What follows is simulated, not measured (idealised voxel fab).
You're looking at the process module voxel self aligned contacts.
The figure presents cross-section cut, which has a width of 275 nm and is divided into square cells with an edge length of 5 nm.
Cross-section format: a grid of square cells, given as bands from top to bottom; each band is one or more rows of cells. This entry defines a band. It first specifies the height of the band's top and the height of its bottom in nm, and then specifies the band's materials from left to right, stating each material with its width in nm. The word "full width" identifies a single material that fills the band from edge to edge, while the word "blank" identifies empty space. Height reference: 0 = level under which incoming wafer is all one material. Lowest band: no bottom, runs on downward, e.g. "from 0 down". Read "30->40" as a graded width: first number on top, second number at the bottom, same change between each pair of neighbouring rows. Step marked "no change"? Then no cell in the cross-section changed in it. Closed-off voids of 8+ cells (no open route to the top) go in "Tabulated closed voids", written width x height at distance from the left edge, in nm. On each step's line, the part that comes after the settings is the simulator's own comment on the step. "overlay nm" on a masked step: distance the mask lay right of its planned place, negative for left.

**List of planned process steps**
1: RECEIVE: material Si
2: OXIDIZE: depth nm 5
3: DIRECTIONAL_DEP: material polySi, thk nm 30
4: DIRECTIONAL_DEP: material SiN, thk nm 20
5: PATTERN: tone cover, mask id GATE, material resist, width nm 35, pitch nm 65, thk nm 20, overlay nm 0
6: DIRECTIONAL_ETCH: etch materials SiN, depth nm 20
7: DIRECTIONAL_ETCH: etch materials polySi, depth nm 30
8: STRIP: etch materials resist
9: CONFORMAL_DEP: material SiN, thk nm 5
10: DIRECTIONAL_ETCH: etch materials SiN, depth nm 5
11: FILL_DEP: material SiO2, thk nm 10
12: CMP: height nm 55
13: PATTERN: tone open, mask id CONTACT, material resist, width nm 40, pitch nm 65, thk nm 15, overlay nm 0
14: DIRECTIONAL_ETCH: etch materials SiO2, depth nm 60
15: STRIP: etch materials resist
16: CONFORMAL_DEP: material TiN, thk nm 5
17: FILL_DEP: material W, thk nm 5
18: CMP: height nm 55
19: CONFORMAL_DEP: material SiCN, thk nm 5

**On the first of the two wafers: run conducted according to plan**

**Cross-section, incoming material, after step 1**
- from 0 down | Si full width
- Tabulated closed voids: none

**So this is the wafer cross-section right after step 2**
- from 0 to -5 | SiO2 full width
- Everything under -5 stays put, no change at all.

**So this is the wafer cross-section right after step 3**
- from 30 to 0 | polySi full width
- Everything under 0 stays put, no change at all.

**So this is the wafer cross-section right after step 4**
- from 50 to 30 | SiN full width
- Everything under 30 stays put, no change at all.

**So this is the wafer cross-section right after step 5**
- from 70 to 50 | blank 55 | resist 35 | blank 30 | resist 35 | blank 30 | resist 35 | blank 55
- Everything under 50 stays put, no change at all.

**So this is the wafer cross-section right after step 6**
- from 70 to 50 | blank 55 | resist 35 | blank 30 | resist 35 | blank 30 | resist 35 | blank 55
- from 50 to 30 | blank 55 | SiN 35 | blank 30 | SiN 35 | blank 30 | SiN 35 | blank 55
- Everything under 30 stays put, no change at all.

**So this is the wafer cross-section right after step 7**
- from 70 to 50 | blank 55 | resist 35 | blank 30 | resist 35 | blank 30 | resist 35 | blank 55
- from 50 to 30 | blank 55 | SiN 35 | blank 30 | SiN 35 | blank 30 | SiN 35 | blank 55
- from 30 to 0 | blank 55 | polySi 35 | blank 30 | polySi 35 | blank 30 | polySi 35 | blank 55
- Everything under 0 stays put, no change at all.

**So this is the wafer cross-section right after step 8**
- from 50 to 30 | blank 55 | SiN 35 | blank 30 | SiN 35 | blank 30 | SiN 35 | blank 55
- Everything under 30 stays put, no change at all.

**So this is the wafer cross-section right after step 9**
- from 55 to 30 | blank 50 | SiN 45 | blank 20 | SiN 45 | blank 20 | SiN 45 | blank 50
- from 30 to 5 | blank 50 | SiN 5 | polySi 35 | SiN 5 | blank 20 | SiN 5 | polySi 35 | SiN 5 | blank 20 | SiN 5 | polySi 35 | SiN 5 | blank 50
- from 5 to 0 | SiN 55 | polySi 35 | SiN 30 | polySi 35 | SiN 30 | polySi 35 | SiN 55
- Everything under 0 stays put, no change at all.

**So this is the wafer cross-section right after step 10**
- from 50 to 30 | blank 50 | SiN 45 | blank 20 | SiN 45 | blank 20 | SiN 45 | blank 50
- from 30 to 0 | blank 50 | SiN 5 | polySi 35 | SiN 5 | blank 20 | SiN 5 | polySi 35 | SiN 5 | blank 20 | SiN 5 | polySi 35 | SiN 5 | blank 50
- Everything under 0 stays put, no change at all.

**So this is the wafer cross-section right after step 11**
- from 60 to 50 | SiO2 full width
- from 50 to 30 | SiO2 50 | SiN 45 | SiO2 20 | SiN 45 | SiO2 20 | SiN 45 | SiO2 50
- from 30 to 0 | SiO2 50 | SiN 5 | polySi 35 | SiN 5 | SiO2 20 | SiN 5 | polySi 35 | SiN 5 | SiO2 20 | SiN 5 | polySi 35 | SiN 5 | SiO2 50
- Everything under 0 stays put, no change at all.

**So this is the wafer cross-section right after step 12**
- from 55 to 50 | SiO2 full width
- Everything under 50 stays put, no change at all.

**So this is the wafer cross-section right after step 13**
- from 70 to 55 | resist 85 | blank 40 | resist 25 | blank 40 | resist 85
- Everything under 55 stays put, no change at all.

**So this is the wafer cross-section right after step 14**
- from 70 to 55 | resist 85 | blank 40 | resist 25 | blank 40 | resist 85
- from 55 to 50 | SiO2 85 | blank 40 | SiO2 25 | blank 40 | SiO2 85
- from 50 to 30 | SiO2 50 | SiN 45 | blank 20 | SiN 45 | blank 20 | SiN 45 | SiO2 50
- from 30 to 0 | SiO2 50 | SiN 5 | polySi 35 | SiN 5 | blank 20 | SiN 5 | polySi 35 | SiN 5 | blank 20 | SiN 5 | polySi 35 | SiN 5 | SiO2 50
- from 0 to -5 | SiO2 95 | blank 20 | SiO2 45 | blank 20 | SiO2 95
- Everything under -5 stays put, no change at all.

**So this is the wafer cross-section right after step 15**
- from 55 to 50 | SiO2 85 | blank 40 | SiO2 25 | blank 40 | SiO2 85
- Everything under 50 stays put, no change at all.

**So this is the wafer cross-section right after step 16**
- from 60 to 55 | TiN 90 | blank 30 | TiN 35 | blank 30 | TiN 90
- from 55 to 50 | SiO2 85 | TiN 15 | blank 10 | TiN 15 | SiO2 25 | TiN 15 | blank 10 | TiN 15 | SiO2 85
- from 50 to 30 | SiO2 50 | SiN 45 | TiN 5 | blank 10 | TiN 5 | SiN 45 | TiN 5 | blank 10 | TiN 5 | SiN 45 | SiO2 50
- from 30 to 0 | SiO2 50 | SiN 5 | polySi 35 | SiN 5 | TiN 5 | blank 10 | TiN 5 | SiN 5 | polySi 35 | SiN 5 | TiN 5 | blank 10 | TiN 5 | SiN 5 | polySi 35 | SiN 5 | SiO2 50
- from 0 to -5 | SiO2 95 | TiN 20 | SiO2 45 | TiN 20 | SiO2 95
- Everything under -5 stays put, no change at all.

**So this is the wafer cross-section right after step 17**
- from 65 to 60 | W full width
- from 60 to 55 | TiN 90 | W 30 | TiN 35 | W 30 | TiN 90
- from 55 to 50 | SiO2 85 | TiN 15 | W 10 | TiN 15 | SiO2 25 | TiN 15 | W 10 | TiN 15 | SiO2 85
- from 50 to 30 | SiO2 50 | SiN 45 | TiN 5 | W 10 | TiN 5 | SiN 45 | TiN 5 | W 10 | TiN 5 | SiN 45 | SiO2 50
- from 30 to 0 | SiO2 50 | SiN 5 | polySi 35 | SiN 5 | TiN 5 | W 10 | TiN 5 | SiN 5 | polySi 35 | SiN 5 | TiN 5 | W 10 | TiN 5 | SiN 5 | polySi 35 | SiN 5 | SiO2 50
- Everything under 0 stays put, no change at all.

**So this is the wafer cross-section right after step 18**
- from 55 to 50 | SiO2 85 | TiN 15 | W 10 | TiN 15 | SiO2 25 | TiN 15 | W 10 | TiN 15 | SiO2 85
- Everything under 50 stays put, no change at all.

**So this is the wafer cross-section right after step 19**
- from 60 to 55 | SiCN full width
- Everything under 55 stays put, no change at all.

**Companion wafer, the second of two: same beginning, same intended sequence, one mistake in carrying it out; through step 4 inclusive it tracks the first exactly**

**Cross-section of the second wafer corresponding to the planned conclusion of step 5**
- from 70 to 50 | resist 55 | blank 35 | resist 30 | blank 35 | resist 30 | blank 35 | resist 55
- Everything under 50 stays put, no change at all.

**Cross-section of the second wafer corresponding to the planned conclusion of step 6**
- from 70 to 50 | resist 55 | blank 35 | resist 30 | blank 35 | resist 30 | blank 35 | resist 55
- from 50 to 30 | SiN 55 | blank 35 | SiN 30 | blank 35 | SiN 30 | blank 35 | SiN 55
- Everything under 30 stays put, no change at all.

**Cross-section of the second wafer corresponding to the planned conclusion of step 7**
- from 70 to 50 | resist 55 | blank 35 | resist 30 | blank 35 | resist 30 | blank 35 | resist 55
- from 50 to 30 | SiN 55 | blank 35 | SiN 30 | blank 35 | SiN 30 | blank 35 | SiN 55
- from 30 to 0 | polySi 55 | blank 35 | polySi 30 | blank 35 | polySi 30 | blank 35 | polySi 55
- Everything under 0 stays put, no change at all.

**Cross-section of the second wafer corresponding to the planned conclusion of step 8**
- from 50 to 30 | SiN 55 | blank 35 | SiN 30 | blank 35 | SiN 30 | blank 35 | SiN 55
- Everything under 30 stays put, no change at all.

**Cross-section of the second wafer corresponding to the planned conclusion of step 9**
- from 55 to 30 | SiN 60 | blank 25 | SiN 40 | blank 25 | SiN 40 | blank 25 | SiN 60
- from 30 to 5 | polySi 55 | SiN 5 | blank 25 | SiN 5 | polySi 30 | SiN 5 | blank 25 | SiN 5 | polySi 30 | SiN 5 | blank 25 | SiN 5 | polySi 55
- from 5 to 0 | polySi 55 | SiN 35 | polySi 30 | SiN 35 | polySi 30 | SiN 35 | polySi 55
- Everything under 0 stays put, no change at all.

**Cross-section of the second wafer corresponding to the planned conclusion of step 10**
- from 50 to 30 | SiN 60 | blank 25 | SiN 40 | blank 25 | SiN 40 | blank 25 | SiN 60
- from 30 to 0 | polySi 55 | SiN 5 | blank 25 | SiN 5 | polySi 30 | SiN 5 | blank 25 | SiN 5 | polySi 30 | SiN 5 | blank 25 | SiN 5 | polySi 55
- Everything under 0 stays put, no change at all.

**Cross-section of the second wafer corresponding to the planned conclusion of step 11**
- from 60 to 50 | SiO2 full width
- from 50 to 30 | SiN 60 | SiO2 25 | SiN 40 | SiO2 25 | SiN 40 | SiO2 25 | SiN 60
- from 30 to 0 | polySi 55 | SiN 5 | SiO2 25 | SiN 5 | polySi 30 | SiN 5 | SiO2 25 | SiN 5 | polySi 30 | SiN 5 | SiO2 25 | SiN 5 | polySi 55
- Everything under 0 stays put, no change at all.

**Cross-section of the second wafer corresponding to the planned conclusion of step 12**
- from 55 to 50 | SiO2 full width
- Everything under 50 stays put, no change at all.

**Cross-section of the second wafer corresponding to the planned conclusion of step 13**
- from 70 to 55 | resist 85 | blank 40 | resist 25 | blank 40 | resist 85
- Everything under 55 stays put, no change at all.

**Cross-section of the second wafer corresponding to the planned conclusion of step 14**
- from 70 to 55 | resist 85 | blank 40 | resist 25 | blank 40 | resist 85
- from 55 to 50 | SiO2 85 | blank 40 | SiO2 25 | blank 40 | SiO2 85
- Everything under 50 stays put, no change at all.

**Cross-section of the second wafer corresponding to the planned conclusion of step 15**
- from 55 to 50 | SiO2 85 | blank 40 | SiO2 25 | blank 40 | SiO2 85
- Everything under 50 stays put, no change at all.

**Cross-section of the second wafer corresponding to the planned conclusion of step 16**
- from 60 to 55 | TiN 90 | blank 30 | TiN 35 | blank 30 | TiN 90
- from 55 to 50 | SiO2 85 | TiN 40 | SiO2 25 | TiN 40 | SiO2 85
- Everything under 50 stays put, no change at all.

**Cross-section of the second wafer corresponding to the planned conclusion of step 17**
- from 65 to 60 | W full width
- from 60 to 55 | TiN 90 | W 30 | TiN 35 | W 30 | TiN 90
- Everything under 55 stays put, no change at all.

**Cross-section of the second wafer corresponding to the planned conclusion of step 18**
- from 55 to 50 | SiO2 85 | TiN 40 | SiO2 25 | TiN 40 | SiO2 85
- Everything under 50 stays put, no change at all.

**Cross-section of the second wafer corresponding to the planned conclusion of step 19**
- from 60 to 55 | SiCN full width
- Everything under 55 stays put, no change at all.
Run error: so step 5 ended up running with a different setting than we planned, it ran as PATTERN: tone open, mask id GATE, material resist, width nm 35, pitch nm 65, thk nm 20, overlay nm 0
Counted in cells at the end, the second wafer holds more or fewer of these materials than the first: SiN: 52 more | SiO2: 42 fewer | TiN: 44 fewer | W: 44 fewer | polySi: 78 more
